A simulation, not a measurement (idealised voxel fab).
The following is a process module called voxel self aligned contacts.
It is cross-section cut that appears here, measuring 185 nm in width, its square cells being 5 nm in size.
A cross-section is written here as square cells arranged in a grid, and it is given in bands from the top down, each band taking up one or more rows of cells. Per band: top height and bottom height in nm, followed by the left-to-right materials and their widths in nm; "edge to edge" marks a single material spanning edge to edge, "blank" marks empty space. Ref level 0: as-received wafer is one material below here. Bottom band extends down with no lower bound ("z 0 and below"). Think of "30..40" as a width that walks from the first number to the second as you go down the band, top row to bottom row, taking equal-sized steps from row to row. "same as before" for a step: no cell of the cross-section changed in that step. Voids not open to the top, 8 cells minimum: see "Closed void catalog". Written width x height at distance; distance is from the left edge; nm. The remark found on a step's line after its settings is issued by the simulator itself and pertains to that step. overlay nm: mask right of planned place by this much (step with mask). Neg. = left.
### The planned process steps are enumerated hereunder
| 1 | RECEIVE: material Si |
| 2 | CONFORMAL_DEP: material SiO2, thk nm 5 |
| 3 | DIRECTIONAL_DEP: material polySi, thk nm 20 |
| 4 | DIRECTIONAL_DEP: material SiN, thk nm 20 |
| 5 | PATTERN: tone cover, mask id GATE, material resist, width nm 25, pitch nm 60, thk nm 15, overlay nm 0 |
| 6 | DIRECTIONAL_ETCH: etch materials SiN, depth nm 20 |
| 7 | DIRECTIONAL_ETCH: etch materials polySi, depth nm 20 |
| 8 | STRIP: etch materials resist |
| 9 | CONFORMAL_DEP: material SiN, thk nm 5 |
| 10 | DIRECTIONAL_ETCH: etch materials SiN, depth nm 5 |
| 11 | FILL_DEP: material SiO2, thk nm 15 |
| 12 | CMP: height nm 50 |
| 13 | PATTERN: tone open, mask id CONTACT, material resist, width nm 45, thk nm 15, overlay nm 0 |
| 14 | DIRECTIONAL_ETCH: etch materials SiO2, depth nm 50 |
| 15 | STRIP: etch materials resist |
| 16 | CONFORMAL_DEP: material TiN, thk nm 5 |
| 17 | FILL_DEP: material Ru, thk nm 5 |
| 18 | CMP: height nm 50 |
| 19 | CONFORMAL_DEP: material SiN, thk nm 5 |
### First wafer, two in total, run as planned
### Delivered wafer in cross-section: state after step 1
    z 0 and below | Si edge to edge
    Closed void catalog: none
### Step 2 complete: cross-section through the wafer
    z 5 to 0 | SiO2 edge to edge
    Below 0, the layers are the same as they were.
### Step 3 complete: cross-section through the wafer
    z 25 to 5 | polySi edge to edge
    Below 5, the layers are the same as they were.
### Step 4 complete: cross-section through the wafer
    z 45 to 25 | SiN edge to edge
    Below 25, the layers are the same as they were.
### Step 5 complete: cross-section through the wafer
    z 60 to 45 | blank: 50, resist: 25, blank: 35, resist: 25, blank: 50
    Below 45, the layers are the same as they were.
### Step 6 complete: cross-section through the wafer
    z 60 to 45 | blank: 50, resist: 25, blank: 35, resist: 25, blank: 50
    z 45 to 25 | blank: 50, SiN: 25, blank: 35, SiN: 25, blank: 50
    Below 25, the layers are the same as they were.
### Step 7 complete: cross-section through the wafer
    z 60 to 45 | blank: 50, resist: 25, blank: 35, resist: 25, blank: 50
    z 45 to 25 | blank: 50, SiN: 25, blank: 35, SiN: 25, blank: 50
    z 25 to 5 | blank: 50, polySi: 25, blank: 35, polySi: 25, blank: 50
    Below 5, the layers are the same as they were.
### Step 8 complete: cross-section through the wafer
    z 45 to 25 | blank: 50, SiN: 25, blank: 35, SiN: 25, blank: 50
    Below 25, the layers are the same as they were.
### Step 9 complete: cross-section through the wafer
    z 50 to 25 | blank: 45, SiN: 35, blank: 25, SiN: 35, blank: 45
    z 25 to 10 | blank: 45, SiN: 5, polySi: 25, SiN: 5, blank: 25, SiN: 5, polySi: 25, SiN: 5, blank: 45
    z 10 to 5 | SiN: 50, polySi: 25, SiN: 35, polySi: 25, SiN: 50
    Below 5, the layers are the same as they were.
### Step 10 complete: cross-section through the wafer
    z 45 to 25 | blank: 45, SiN: 35, blank: 25, SiN: 35, blank: 45
    z 25 to 5 | blank: 45, SiN: 5, polySi: 25, SiN: 5, blank: 25, SiN: 5, polySi: 25, SiN: 5, blank: 45
    Below 5, the layers are the same as they were.
### Step 11 complete: cross-section through the wafer
    z 60 to 45 | SiO2 edge to edge
    z 45 to 25 | SiO2: 45, SiN: 35, SiO2: 25, SiN: 35, SiO2: 45
    z 25 to 5 | SiO2: 45, SiN: 5, polySi: 25, SiN: 5, SiO2: 25, SiN: 5, polySi: 25, SiN: 5, SiO2: 45
    Below 5, the layers are the same as they were.
### Step 12 complete: cross-section through the wafer
    z 50 to 45 | SiO2 edge to edge
    Below 45, the layers are the same as they were.
### Step 13 complete: cross-section through the wafer
    z 65 to 50 | resist: 70, blank: 45, resist: 70
    Below 50, the layers are the same as they were.
### Step 14 complete: cross-section through the wafer
    z 65 to 50 | resist: 70, blank: 45, resist: 70
    z 50 to 45 | SiO2: 70, blank: 45, SiO2: 70
    z 45 to 25 | SiO2: 45, SiN: 35, blank: 25, SiN: 35, SiO2: 45
    z 25 to 5 | SiO2: 45, SiN: 5, polySi: 25, SiN: 5, blank: 25, SiN: 5, polySi: 25, SiN: 5, SiO2: 45
    z 5 to 0 | SiO2: 80, blank: 25, SiO2: 80
    Below 0, the layers are the same as they were.
### Step 15 complete: cross-section through the wafer
    z 50 to 45 | SiO2: 70, blank: 45, SiO2: 70
    Below 45, the layers are the same as they were.
### Step 16 complete: cross-section through the wafer
    z 55 to 50 | TiN: 75, blank: 35, TiN: 75
    z 50 to 45 | SiO2: 70, TiN: 15, blank: 15, TiN: 15, SiO2: 70
    z 45 to 25 | SiO2: 45, SiN: 35, TiN: 5, blank: 15, TiN: 5, SiN: 35, SiO2: 45
    z 25 to 5 | SiO2: 45, SiN: 5, polySi: 25, SiN: 5, TiN: 5, blank: 15, TiN: 5, SiN: 5, polySi: 25, SiN: 5, SiO2: 45
    z 5 to 0 | SiO2: 80, TiN: 25, SiO2: 80
    Below 0, the layers are the same as they were.
### Step 17 complete: cross-section through the wafer
    z 60 to 55 | Ru edge to edge
    z 55 to 50 | TiN: 75, Ru: 35, TiN: 75
    z 50 to 45 | SiO2: 70, TiN: 15, Ru: 15, TiN: 15, SiO2: 70
    z 45 to 25 | SiO2: 45, SiN: 35, TiN: 5, Ru: 15, TiN: 5, SiN: 35, SiO2: 45
    z 25 to 5 | SiO2: 45, SiN: 5, polySi: 25, SiN: 5, TiN: 5, Ru: 15, TiN: 5, SiN: 5, polySi: 25, SiN: 5, SiO2: 45
    Below 5, the layers are the same as they were.
### Step 18 complete: cross-section through the wafer
    z 50 to 45 | SiO2: 70, TiN: 15, Ru: 15, TiN: 15, SiO2: 70
    Below 45, the layers are the same as they were.
### Step 19 complete: cross-section through the wafer
    z 55 to 50 | SiN edge to edge
    Below 50, the layers are the same as they were.
### Wafer two. Identical start, identical plan. One mistake in execution. Identical history through step 8
Here is the second wafer in cross-section at the point where step 9 of the plan should have been done: same as before
### Here is the second wafer in cross-section at the point where step 10 of the plan should have been done
    z 40 to 25 | blank: 50, SiN: 25, blank: 35, SiN: 25, blank: 50
    Below 25, the layers are the same as they were.
### Here is the second wafer in cross-section at the point where step 11 of the plan should have been done
    z 55 to 40 | SiO2 edge to edge
    z 40 to 25 | SiO2: 50, SiN: 25, SiO2: 35, SiN: 25, SiO2: 50
    z 25 to 5 | SiO2: 50, polySi: 25, SiO2: 35, polySi: 25, SiO2: 50
    Below 5, the layers are the same as they were.
### Here is the second wafer in cross-section at the point where step 12 of the plan should have been done
    z 50 to 40 | SiO2 edge to edge
    Below 40, the layers are the same as they were.
### Here is the second wafer in cross-section at the point where step 13 of the plan should have been done
    z 65 to 50 | resist: 70, blank: 45, resist: 70
    Below 50, the layers are the same as they were.
### Here is the second wafer in cross-section at the point where step 14 of the plan should have been done
    z 65 to 50 | resist: 70, blank: 45, resist: 70
    z 50 to 40 | SiO2: 70, blank: 45, SiO2: 70
    z 40 to 25 | SiO2: 50, SiN: 25, blank: 35, SiN: 25, SiO2: 50
    z 25 to 5 | SiO2: 50, polySi: 25, blank: 35, polySi: 25, SiO2: 50
    z 5 to 0 | SiO2: 75, blank: 35, SiO2: 75
    Below 0, the layers are the same as they were.
### Here is the second wafer in cross-section at the point where step 15 of the plan should have been done
    z 50 to 40 | SiO2: 70, blank: 45, SiO2: 70
    Below 40, the layers are the same as they were.
### Here is the second wafer in cross-section at the point where step 16 of the plan should have been done
    z 55 to 50 | TiN: 75, blank: 35, TiN: 75
    z 50 to 40 | SiO2: 70, TiN: 5..10, blank: 35..25, TiN: 5..10, SiO2: 70
    z 40 to 25 | SiO2: 50, SiN: 25, TiN: 5, blank: 25, TiN: 5, SiN: 25, SiO2: 50
    z 25 to 5 | SiO2: 50, polySi: 25, TiN: 5, blank: 25, TiN: 5, polySi: 25, SiO2: 50
    z 5 to 0 | SiO2: 75, TiN: 35, SiO2: 75
    Below 0, the layers are the same as they were.
### Here is the second wafer in cross-section at the point where step 17 of the plan should have been done
    z 60 to 55 | Ru edge to edge
    z 55 to 50 | TiN: 75, Ru: 35, TiN: 75
    z 50 to 40 | SiO2: 70, TiN: 5..10, Ru: 35..25, TiN: 5..10, SiO2: 70
    z 40 to 25 | SiO2: 50, SiN: 25, TiN: 5, Ru: 25, TiN: 5, SiN: 25, SiO2: 50
    z 25 to 5 | SiO2: 50, polySi: 25, TiN: 5, Ru: 25, TiN: 5, polySi: 25, SiO2: 50
    Below 5, the layers are the same as they were.
### Here is the second wafer in cross-section at the point where step 18 of the plan should have been done
    z 50 to 40 | SiO2: 70, TiN: 5..10, Ru: 35..25, TiN: 5..10, SiO2: 70
    Below 40, the layers are the same as they were.
### Here is the second wafer in cross-section at the point where step 19 of the plan should have been done
    z 55 to 50 | SiN edge to edge
    Below 50, the layers are the same as they were.
The plan and the run diverged here: skipped: plan step 9 (never run)
Wafer comparison, final, in cells, second relative to first, materials more or fewer: Ru: 20 more, SiN: 42 fewer, SiO2: 22 more
